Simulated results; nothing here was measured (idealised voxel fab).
process module | voxel gate over fins
cross-section cut | 295 nm wide | cells 5 nm
A cross-section is a grid of square cells, given in bands from the top down. A band is one or more rows of cells.
Each band's line starts with the height of the band's top and of its bottom, in nm. Then come its materials from left to right, each with its width in nm. One material with "throughout" fills the band from edge to edge. "air" is empty space.
Height 0 is the level under which the wafer as received is all one material. The lowest band goes on downwards, as in "0 down".
A width such as "30 to 40" changes by the same amount from each row of cells to the next, from the band's top row to its bottom row.
"no change" after a step means that no cell of the cross-section changed.
closed voids: empty space of 8 cells or more with no open way to the top, each as width x height at its distance from the left edge, in nm
after a step's settings: what the simulator itself notes on the step
overlay nm, on a step with a mask: how far to the right of its planned place the mask lay; to the left if negative
plan
1 op RECEIVE | material Si
2 op CONFORMAL_DEP | material SiN | thk nm 10
3 op DIRECTIONAL_DEP | material aC | thk nm 15
4 op PATTERN | tone cover | mask id FINS | material resist | width nm 15 | pitch nm 60 | thk nm 30 | overlay nm 0
5 op DIRECTIONAL_ETCH | etch materials aC | depth nm 15
6 op STRIP | etch materials resist
7 op DIRECTIONAL_ETCH | etch materials SiN | depth nm 10
8 op DIRECTIONAL_ETCH | etch materials Si | depth nm 35
9 op STRIP | etch materials aC
10 op FILL_DEP | material SiO2 | thk nm 15
11 op CMP | height nm 10
12 op DIRECTIONAL_DEP | material aC | thk nm 15
13 op PATTERN | tone open | mask id RAIL | material resist | width nm 15 | thk nm 30 | overlay nm 0
14 op DIRECTIONAL_ETCH | etch materials aC | depth nm 15
15 op STRIP | etch materials resist
16 op DIRECTIONAL_ETCH | etch materials SiO2 | depth nm 40
17 op STRIP | etch materials aC
18 op CONFORMAL_DEP | material TiN | thk nm 5
19 op FILL_DEP | material W | thk nm 10
20 op CMP | height nm 10
21 op SELECTIVE_ETCH | etch materials W Ru TiN | depth nm 25
22 op FILL_DEP | material SiO2 | thk nm 5
23 op CMP | height nm 10
24 op SELECTIVE_ETCH | etch materials SiO2 | depth nm 20
25 op STRIP | etch materials SiN
26 op CONFORMAL_DEP | material HfO2 | thk nm 5
27 op CONFORMAL_DEP | material TiN | thk nm 5
28 op CONFORMAL_DEP | material TiAl | thk nm 5
29 op CONFORMAL_DEP | material TiN | thk nm 5
30 op FILL_DEP | material W | thk nm 10
31 op CMP | height nm 25
32 op CONFORMAL_DEP | material SiCN | thk nm 5
as received, after step 1
  0 down: Si throughout
  closed voids: none
a wafer at the end: this start, this plan, one mistake
  30 to 25: SiCN throughout
  25 to 20: W throughout
  20 to 15: W 90 | TiN 115 | W 90
  15 to 10: W 90 | TiN 5 | TiAl 105 | TiN 5 | W 90
  10 to 5: TiN 95 | TiAl 5 | TiN 95 | TiAl 5 | TiN 95
  5 to 0: TiAl 100 | TiN 5 | HfO2 25 | TiN 5 | HfO2 25 | TiN 5 | HfO2 25 | TiN 5 | TiAl 100
  0 to -5: TiN 105 | HfO2 5 | Si 15 | HfO2 5 | TiN 5 | HfO2 5 | TiN 5 | W 5 | TiN 5 | HfO2 5 | TiN 5 | HfO2 5 | Si 15 | HfO2 5 | TiN 105
  -5 to -10: HfO2 110 | Si 15 | HfO2 15 | TiN 5 | W 5 | TiN 5 | HfO2 15 | Si 15 | HfO2 110
  -10 to -25: SiO2 110 | Si 15 | SiO2 15 | TiN 5 | W 5 | TiN 5 | SiO2 15 | Si 15 | SiO2 110
  -25 to -30: SiO2 110 | Si 15 | SiO2 15 | TiN 15 | SiO2 15 | Si 15 | SiO2 110
  -30 to -35: SiO2 110 | Si 15 | SiO2 45 | Si 15 | SiO2 110
  -35 down: Si throughout
  closed voids: none
what went wrong: step 20 was left out
